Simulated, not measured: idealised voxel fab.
process module | voxel released beams
cross-section cut | 245 nm wide | cells 5 nm
A cross-section is a grid of square cells, given in bands from the top down. A band is one or more rows of cells.
Each band's line starts with the height of the band's top and of its bottom, in nm. Then come its materials from left to right, each with its width in nm. One material with "throughout" fills the band from edge to edge. "air" is empty space.
Height 0 is the level under which the wafer as received is all one material. The lowest band goes on downwards, as in "0 down".
A width such as "30 to 40" changes by the same amount from each row of cells to the next, from the band's top row to its bottom row.
"no change" after a step means that no cell of the cross-section changed.
closed voids: empty space of 8 cells or more with no open way to the top, each as width x height at its distance from the left edge, in nm
after a step's settings: what the simulator itself notes on the step
overlay nm, on a step with a mask: how far to the right of its planned place the mask lay; to the left if negative
plan
1 op RECEIVE | material Si
2 op CONFORMAL_DEP | material SiN | thk nm 5
3 op DIRECTIONAL_DEP | material SiO2 | thk nm 10
4 op DIRECTIONAL_DEP | material aC | thk nm 15
5 op PATTERN | tone open | mask id ANCHOR | material resist | width nm 35 | thk nm 35 | overlay nm 0
6 op DIRECTIONAL_ETCH | etch materials aC | depth nm 15
7 op STRIP | etch materials resist
8 op DIRECTIONAL_ETCH | etch materials SiO2 | depth nm 10
9 op STRIP | etch materials aC
10 op CONFORMAL_DEP | material polySi | thk nm 15
11 op PATTERN | tone cover | mask id BEAM | material resist | width nm 110 | thk nm 15 | overlay nm 0
12 op DIRECTIONAL_ETCH | etch materials polySi | depth nm 15
13 op STRIP | etch materials resist
14 op STRIP | etch materials SiO2
as received, after step 1
  0 down: Si throughout
  closed voids: none
first wafer at the end, as planned
  30 to 20: air 65 | polySi 20 | air 5 | polySi 85 | air 70
  20 to 15: air 65 | polySi 110 | air 70
  15 to 5: air 70 | polySi 35 | air 140
  5 to 0: SiN throughout
  0 down: Si throughout
  closed voids: none
second wafer at the end: like start, like plan, one mistake
  30 to 20: air 55 | polySi 30 | air 5 | polySi 75 | air 80
  20 to 15: air 55 | polySi 110 | air 80
  15 to 5: air 70 | polySi 35 | air 140
  5 to 0: SiN throughout
  0 down: Si throughout
  closed voids: none
what went wrong: step 11 ran as: op PATTERN | tone cover | mask id BEAM | material resist | width nm 110 | thk nm 15 | overlay nm -10
at the end the second wafer has, in cells: as many of each material as the first, in other places
